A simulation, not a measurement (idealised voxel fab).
Presented below is a process module, voxel wiring stack.
Square cell edge 5 nm, section width 285 nm, ID cut.
Just so we're on the same page, the cross-sections are grids of square cells, and they're listed out in bands top to bottom, each band one or more rows deep.
What a band's entry tells you: where the top is and where the bottom is, as heights in nm, and after that what lies inside, material by material from left to right, each with its width in nm. Empty space is written as the word "blank", and a single material marked with the word "throughout" occupies the band from edge to edge.
We count height from 0. Below that, the starting wafer is all one material. The lowest band never ends at the bottom but goes on down; see "0 down" for how that is written.
The expression "30..40" gives the width at the extremes of the band, the first number at its top row of cells and the second at its bottom row, with the width changing by equal amounts from each row to the next in between.
For the purposes of this document, the phrase "no alterations made" attached to a step denotes that no cell within the cross-section was modified by that step.
Non-vented voids: empty space of 8 cells or more with no open way to the top, each as width x height at its distance from the left edge, in nm
Step line, after settings: the simulator's comment on this step.
overlay nm: mask right of planned place by this much (step with mask). Neg. = left.

HERE'S WHAT THE PLANNED PROCESS STEPS LOOK LIKE
1: op RECEIVE | material Si
2: op CONFORMAL_DEP | material SiO2 | thk nm 15
3: op DIRECTIONAL_DEP | material TiN | thk nm 5
4: op DIRECTIONAL_DEP | material Ru | thk nm 15
5: op MASKED_ETCH | tone cover | mask id METAL_1 | width nm 20 | pitch nm 40 | etch materials Ru | depth nm 15 | overlay nm 0
6: op MASKED_ETCH | tone cover | mask id METAL_1 | width nm 20 | pitch nm 40 | etch materials TiN | depth nm 5 | overlay nm 0
7: op CONFORMAL_DEP | material SiN | thk nm 5
8: op FILL_DEP | material SiO2 | thk nm 5
9: op CMP | height nm 35
10: op CONFORMAL_DEP | material SiCN | thk nm 5
11: op DIRECTIONAL_DEP | material SiO2 | thk nm 30
12: op MASKED_ETCH | tone open | mask id METAL_2 | width nm 20 | pitch nm 40 | etch materials SiO2 | depth nm 20 | overlay nm 0
13: op MASKED_ETCH | tone open | mask id METAL_2_HOLES | width nm 15 | pitch nm 40 | etch materials SiO2 | depth nm 10 | overlay nm 0
14: op MASKED_ETCH | tone open | mask id METAL_2_HOLES | width nm 15 | pitch nm 40 | etch materials SiCN | depth nm 5 | overlay nm 0
15: op CONFORMAL_DEP | material TiN | thk nm 5
16: op FILL_DEP | material Ru | thk nm 10
17: op CMP | height nm 70
18: op CONFORMAL_DEP | material SiCN | thk nm 5

STEP 1 COMPLETE: CROSS-SECTION OF THE WAFER AS RECEIVED
  0 down = Si throughout
  Non-vented voids: none

THE CROSS-SECTION SHOWN CORRESPONDS TO THE WAFER AT THE CONCLUSION OF THE MODULE. THE INITIAL STRUCTURE AND THE PROCESS PLAN ARE THOSE PRESENTED ABOVE; HOWEVER, ONE MISTAKE OCCURRED IN EXECUTING THE PLAN
  75 to 70 = SiCN throughout
  70 to 60 = 70 of SiO2, then 5..10 of TiN, then 10..5 of Ru, then 5 of TiN, then 20 of SiO2, then 5..10 of TiN, then 10..5 of Ru, then 5 of TiN, then 20 of SiO2, then 5..10 of TiN, then 10..5 of Ru, then 5 of TiN, then 20 of SiO2, then 5..10 of TiN, then 10..5 of Ru, then 5 of TiN, then 75 of SiO2
  60 to 55 = 75 of SiO2, then 5 of TiN, then 5 of Ru, then 5 of TiN, then 25 of SiO2, then 5 of TiN, then 5 of Ru, then 5 of TiN, then 25 of SiO2, then 5 of TiN, then 5 of Ru, then 5 of TiN, then 25 of SiO2, then 5 of TiN, then 5 of Ru, then 5 of TiN, then 75 of SiO2
  55 to 50 = 75 of SiO2, then 15 of TiN, then 25 of SiO2, then 15 of TiN, then 25 of SiO2, then 15 of TiN, then 25 of SiO2, then 15 of TiN, then 75 of SiO2
  50 to 40 = 75 of SiO2, then 10 of TiN, then 30 of SiO2, then 10 of TiN, then 30 of SiO2, then 10 of TiN, then 30 of SiO2, then 10 of TiN, then 80 of SiO2
  40 to 35 = 75 of SiCN, then 10 of TiN, then 30 of SiCN, then 10 of TiN, then 30 of SiCN, then 10 of TiN, then 30 of SiCN, then 10 of TiN, then 80 of SiCN
  35 to 20 = 65 of SiO2, then 5 of SiN, then 20 of Ru, then 5 of SiN, then 10 of SiO2, then 5 of SiN, then 20 of Ru, then 5 of SiN, then 10 of SiO2, then 5 of SiN, then 20 of Ru, then 5 of SiN, then 10 of SiO2, then 5 of SiN, then 20 of Ru, then 5 of SiN, then 70 of SiO2
  20 to 15 = 70 of SiN, then 20 of TiN, then 20 of SiN, then 20 of TiN, then 20 of SiN, then 20 of TiN, then 20 of SiN, then 20 of TiN, then 75 of SiN
  15 to 0 = SiO2 throughout
  0 down = Si throughout
  Non-vented voids: none
Here's what went sideways: step 12 was processed under conditions differing from the plan, specifically as op MASKED_ETCH | tone open | mask id METAL_2 | width nm 15 | pitch nm 40 | etch materials SiO2 | depth nm 20 | overlay nm 0
